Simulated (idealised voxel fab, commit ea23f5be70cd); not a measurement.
Proc. module: voxel self aligned contacts
The cross-section shown here is cut; it is 250 nm wide and divided into square cells measuring 5 nm on a side.
Bands, listed from the top down, are how a cross-section gets written in this document; the cross-section itself is a grid of square cells, and a band is one or more rows of them.
What a band's entry tells you: where the top is and where the bottom is, as heights in nm, and after that what lies inside, material by material from left to right, each with its width in nm. Empty space is written as the word "air", and a single material marked with the word "throughout" occupies the band from edge to edge.
Note: height 0 marks the level under which the wafer is uniformly one material as received. Lowest band unbounded below, written "from 0 down".
Note: "30..40" means the width goes from the first number (top row of the band) to the second number (bottom row) in equal steps per row of cells.
You'll sometimes find "all unchanged" written for a step, and that's the way of saying that nowhere in the cross-section did a cell change during that step.
"Closed void register": empty spaces of 8 cells or more with no open way to the top, each given as width x height at distance, distance from the left edge, all in nm.
Heads up: the bit after the settings on a step's line is the simulator's remark on that step.
overlay nm: step with mask; distance mask lay right of planned place; negative value = left of planned place.
[List of planned process steps]
step 1: RECEIVE [material Si]
step 2: CONFORMAL_DEP [material SiO2] [thk nm 5]
step 3: DIRECTIONAL_DEP [material polySi] [thk nm 20]
step 4: DIRECTIONAL_DEP [material SiN] [thk nm 20]
step 5: PATTERN [tone cover] [mask id GATE] [material resist] [width nm 25] [pitch nm 70] [thk nm 20] [overlay nm 0]
step 6: DIRECTIONAL_ETCH [etch materials SiN] [depth nm 20]
step 7: DIRECTIONAL_ETCH [etch materials polySi] [depth nm 20]
step 8: STRIP [etch materials resist]
step 9: CONFORMAL_DEP [material SiN] [thk nm 10]
step 10: DIRECTIONAL_ETCH [etch materials SiN] [depth nm 10]
step 11: FILL_DEP [material SiO2] [thk nm 15]
step 12: CMP [height nm 55]
step 13: PATTERN [tone open] [mask id CONTACT] [material resist] [width nm 55] [pitch nm 70] [thk nm 15] [overlay nm 0]
step 14: DIRECTIONAL_ETCH [etch materials SiO2] [depth nm 55]
step 15: STRIP [etch materials resist]
step 16: CONFORMAL_DEP [material TiN] [thk nm 5]
step 17: FILL_DEP [material W] [thk nm 5]
step 18: CMP [height nm 55]
step 19: CONFORMAL_DEP [material SiN] [thk nm 5]
[What follows covers the first of two wafers; it ran as planned]
[as received, after step 1]
> from 0 down: Si throughout
> Closed void register: none
[The following cross-section depicts the wafer upon completion of step 2]
> from 5 to 0: SiO2 throughout
> Rest of section, below 0: as before.
[The following cross-section depicts the wafer upon completion of step 3]
> from 25 to 5: polySi throughout
> Rest of section, below 5: as before.
[The following cross-section depicts the wafer upon completion of step 4]
> from 45 to 25: SiN throughout
> Rest of section, below 25: as before.
[The following cross-section depicts the wafer upon completion of step 5]
> from 65 to 45: air 40  resist 25  air 45  resist 25  air 45  resist 25  air 45
> Rest of section, below 45: as before.
[The following cross-section depicts the wafer upon completion of step 6]
> from 65 to 45: air 40  resist 25  air 45  resist 25  air 45  resist 25  air 45
> from 45 to 25: air 40  SiN 25  air 45  SiN 25  air 45  SiN 25  air 45
> Rest of section, below 25: as before.
[The following cross-section depicts the wafer upon completion of step 7]
> from 65 to 45: air 40  resist 25  air 45  resist 25  air 45  resist 25  air 45
> from 45 to 25: air 40  SiN 25  air 45  SiN 25  air 45  SiN 25  air 45
> from 25 to 5: air 40  polySi 25  air 45  polySi 25  air 45  polySi 25  air 45
> Rest of section, below 5: as before.
[The following cross-section depicts the wafer upon completion of step 8]
> from 45 to 25: air 40  SiN 25  air 45  SiN 25  air 45  SiN 25  air 45
> Rest of section, below 25: as before.
[The following cross-section depicts the wafer upon completion of step 9]
> from 55 to 25: air 30  SiN 45  air 25  SiN 45  air 25  SiN 45  air 35
> from 25 to 15: air 30  SiN 10  polySi 25  SiN 10  air 25  SiN 10  polySi 25  SiN 10  air 25  SiN 10  polySi 25  SiN 10  air 35
> from 15 to 5: SiN 40  polySi 25  SiN 45  polySi 25  SiN 45  polySi 25  SiN 45
> Rest of section, below 5: as before.
[The following cross-section depicts the wafer upon completion of step 10]
> from 45 to 25: air 30  SiN 45  air 25  SiN 45  air 25  SiN 45  air 35
> from 25 to 5: air 30  SiN 10  polySi 25  SiN 10  air 25  SiN 10  polySi 25  SiN 10  air 25  SiN 10  polySi 25  SiN 10  air 35
> Rest of section, below 5: as before.
[The following cross-section depicts the wafer upon completion of step 11]
> from 60 to 45: SiO2 throughout
> from 45 to 25: SiO2 30  SiN 45  SiO2 25  SiN 45  SiO2 25  SiN 45  SiO2 35
> from 25 to 5: SiO2 30  SiN 10  polySi 25  SiN 10  SiO2 25  SiN 10  polySi 25  SiN 10  SiO2 25  SiN 10  polySi 25  SiN 10  SiO2 35
> Rest of section, below 5: as before.
[The following cross-section depicts the wafer upon completion of step 12]
> from 55 to 45: SiO2 throughout
> Rest of section, below 45: as before.
[The following cross-section depicts the wafer upon completion of step 13]
> from 70 to 55: resist 60  air 55  resist 15  air 55  resist 65
> Rest of section, below 55: as before.
[The following cross-section depicts the wafer upon completion of step 14]
> from 70 to 55: resist 60  air 55  resist 15  air 55  resist 65
> from 55 to 45: SiO2 60  air 55  SiO2 15  air 55  SiO2 65
> from 45 to 25: SiO2 30  SiN 45  air 25  SiN 45  air 25  SiN 45  SiO2 35
> from 25 to 5: SiO2 30  SiN 10  polySi 25  SiN 10  air 25  SiN 10  polySi 25  SiN 10  air 25  SiN 10  polySi 25  SiN 10  SiO2 35
> from 5 to 0: SiO2 75  air 25  SiO2 45  air 25  SiO2 80
> Rest of section, below 0: as before.
[The following cross-section depicts the wafer upon completion of step 15]
> from 55 to 45: SiO2 60  air 55  SiO2 15  air 55  SiO2 65
> Rest of section, below 45: as before.
[The following cross-section depicts the wafer upon completion of step 16]
> from 60 to 55: TiN 65  air 45  TiN 25  air 45  TiN 70
> from 55 to 45: SiO2 60  TiN 5..20  air 45..15  TiN 5..20  SiO2 15  TiN 5..20  air 45..15  TiN 5..20  SiO2 65
> from 45 to 25: SiO2 30  SiN 45  TiN 5  air 15  TiN 5  SiN 45  TiN 5  air 15  TiN 5  SiN 45  SiO2 35
> from 25 to 5: SiO2 30  SiN 10  polySi 25  SiN 10  TiN 5  air 15  TiN 5  SiN 10  polySi 25  SiN 10  TiN 5  air 15  TiN 5  SiN 10  polySi 25  SiN 10  SiO2 35
> from 5 to 0: SiO2 75  TiN 25  SiO2 45  TiN 25  SiO2 80
> Rest of section, below 0: as before.
[The following cross-section depicts the wafer upon completion of step 17]
> from 65 to 60: W throughout
> from 60 to 55: TiN 65  W 45  TiN 25  W 45  TiN 70
> from 55 to 45: SiO2 60  TiN 5..20  W 45..15  TiN 5..20  SiO2 15  TiN 5..20  W 45..15  TiN 5..20  SiO2 65
> from 45 to 25: SiO2 30  SiN 45  TiN 5  W 15  TiN 5  SiN 45  TiN 5  W 15  TiN 5  SiN 45  SiO2 35
> from 25 to 5: SiO2 30  SiN 10  polySi 25  SiN 10  TiN 5  W 15  TiN 5  SiN 10  polySi 25  SiN 10  TiN 5  W 15  TiN 5  SiN 10  polySi 25  SiN 10  SiO2 35
> Rest of section, below 5: as before.
[The following cross-section depicts the wafer upon completion of step 18]
> from 55 to 45: SiO2 60  TiN 5..20  W 45..15  TiN 5..20  SiO2 15  TiN 5..20  W 45..15  TiN 5..20  SiO2 65
> Rest of section, below 45: as before.
[The following cross-section depicts the wafer upon completion of step 19]
> from 60 to 55: SiN throughout
> Rest of section, below 55: as before.
[Second wafer, same starting state and plan as the first, one mistake in the run, identical through step 1]
Look at the second wafer in cross-section at the time step 2 ought to have finished: all unchanged
[Look at the second wafer in cross-section at the time step 3 ought to have finished]
> from 20 to 0: polySi throughout
> Rest of section, below 0: as before.
[Look at the second wafer in cross-section at the time step 4 ought to have finished]
> from 40 to 20: SiN throughout
> Rest of section, below 20: as before.
[Look at the second wafer in cross-section at the time step 5 ought to have finished]
> from 60 to 40: air 40  resist 25  air 45  resist 25  air 45  resist 25  air 45
> Rest of section, below 40: as before.
[Look at the second wafer in cross-section at the time step 6 ought to have finished]
> from 60 to 40: air 40  resist 25  air 45  resist 25  air 45  resist 25  air 45
> from 40 to 20: air 40  SiN 25  air 45  SiN 25  air 45  SiN 25  air 45
> Rest of section, below 20: as before.
[Look at the second wafer in cross-section at the time step 7 ought to have finished]
> from 60 to 40: air 40  resist 25  air 45  resist 25  air 45  resist 25  air 45
> from 40 to 20: air 40  SiN 25  air 45  SiN 25  air 45  SiN 25  air 45
> from 20 to 0: air 40  polySi 25  air 45  polySi 25  air 45  polySi 25  air 45
> Rest of section, below 0: as before.
[Look at the second wafer in cross-section at the time step 8 ought to have finished]
> from 40 to 20: air 40  SiN 25  air 45  SiN 25  air 45  SiN 25  air 45
> Rest of section, below 20: as before.
[Look at the second wafer in cross-section at the time step 9 ought to have finished]
> from 50 to 20: air 30  SiN 45  air 25  SiN 45  air 25  SiN 45  air 35
> from 20 to 10: air 30  SiN 10  polySi 25  SiN 10  air 25  SiN 10  polySi 25  SiN 10  air 25  SiN 10  polySi 25  SiN 10  air 35
> from 10 to 0: SiN 40  polySi 25  SiN 45  polySi 25  SiN 45  polySi 25  SiN 45
> Rest of section, below 0: as before.
[Look at the second wafer in cross-section at the time step 10 ought to have finished]
> from 40 to 20: air 30  SiN 45  air 25  SiN 45  air 25  SiN 45  air 35
> from 20 to 0: air 30  SiN 10  polySi 25  SiN 10  air 25  SiN 10  polySi 25  SiN 10  air 25  SiN 10  polySi 25  SiN 10  air 35
> Rest of section, below 0: as before.
[Look at the second wafer in cross-section at the time step 11 ought to have finished]
> from 55 to 40: SiO2 throughout
> from 40 to 20: SiO2 30  SiN 45  SiO2 25  SiN 45  SiO2 25  SiN 45  SiO2 35
> from 20 to 0: SiO2 30  SiN 10  polySi 25  SiN 10  SiO2 25  SiN 10  polySi 25  SiN 10  SiO2 25  SiN 10  polySi 25  SiN 10  SiO2 35
> Rest of section, below 0: as before.
Look at the second wafer in cross-section at the time step 12 ought to have finished: all unchanged
[Look at the second wafer in cross-section at the time step 13 ought to have finished]
> from 70 to 55: resist 60  air 55  resist 15  air 55  resist 65
> Rest of section, below 55: as before.
[Look at the second wafer in cross-section at the time step 14 ought to have finished]
> from 70 to 55: resist 60  air 55  resist 15  air 55  resist 65
> from 55 to 40: SiO2 60  air 55  SiO2 15  air 55  SiO2 65
> from 40 to 20: SiO2 30  SiN 45  air 25  SiN 45  air 25  SiN 45  SiO2 35
> from 20 to 0: SiO2 30  SiN 10  polySi 25  SiN 10  air 25  SiN 10  polySi 25  SiN 10  air 25  SiN 10  polySi 25  SiN 10  SiO2 35
> Rest of section, below 0: as before.
[Look at the second wafer in cross-section at the time step 15 ought to have finished]
> from 55 to 40: SiO2 60  air 55  SiO2 15  air 55  SiO2 65
> Rest of section, below 40: as before.
[Look at the second wafer in cross-section at the time step 16 ought to have finished]
> from 60 to 55: TiN 65  air 45  TiN 25  air 45  TiN 70
> from 55 to 45: SiO2 60  TiN 5  air 45  TiN 5  SiO2 15  TiN 5  air 45  TiN 5  SiO2 65
> from 45 to 40: SiO2 60  TiN 20  air 15  TiN 20  SiO2 15  TiN 20  air 15  TiN 20  SiO2 65
> from 40 to 20: SiO2 30  SiN 45  TiN 5  air 15  TiN 5  SiN 45  TiN 5  air 15  TiN 5  SiN 45  SiO2 35
> from 20 to 5: SiO2 30  SiN 10  polySi 25  SiN 10  TiN 5  air 15  TiN 5  SiN 10  polySi 25  SiN 10  TiN 5  air 15  TiN 5  SiN 10  polySi 25  SiN 10  SiO2 35
> from 5 to 0: SiO2 30  SiN 10  polySi 25  SiN 10  TiN 25  SiN 10  polySi 25  SiN 10  TiN 25  SiN 10  polySi 25  SiN 10  SiO2 35
> Rest of section, below 0: as before.
[Look at the second wafer in cross-section at the time step 17 ought to have finished]
> from 65 to 60: W throughout
> from 60 to 55: TiN 65  W 45  TiN 25  W 45  TiN 70
> from 55 to 45: SiO2 60  TiN 5  W 45  TiN 5  SiO2 15  TiN 5  W 45  TiN 5  SiO2 65
> from 45 to 40: SiO2 60  TiN 20  W 15  TiN 20  SiO2 15  TiN 20  W 15  TiN 20  SiO2 65
> from 40 to 20: SiO2 30  SiN 45  TiN 5  W 15  TiN 5  SiN 45  TiN 5  W 15  TiN 5  SiN 45  SiO2 35
> from 20 to 5: SiO2 30  SiN 10  polySi 25  SiN 10  TiN 5  W 15  TiN 5  SiN 10  polySi 25  SiN 10  TiN 5  W 15  TiN 5  SiN 10  polySi 25  SiN 10  SiO2 35
> Rest of section, below 5: as before.
[Look at the second wafer in cross-section at the time step 18 ought to have finished]
> from 55 to 45: SiO2 60  TiN 5  W 45  TiN 5  SiO2 15  TiN 5  W 45  TiN 5  SiO2 65
> Rest of section, below 45: as before.
[Look at the second wafer in cross-section at the time step 19 ought to have finished]
> from 60 to 55: SiN throughout
> Rest of section, below 55: as before.
What went wrong in running the wafer? not run: step 2 of the plan (skipped)
FYI, end of process, the second wafer has more or fewer cells of some materials than the first: SiO2 -12; W +12
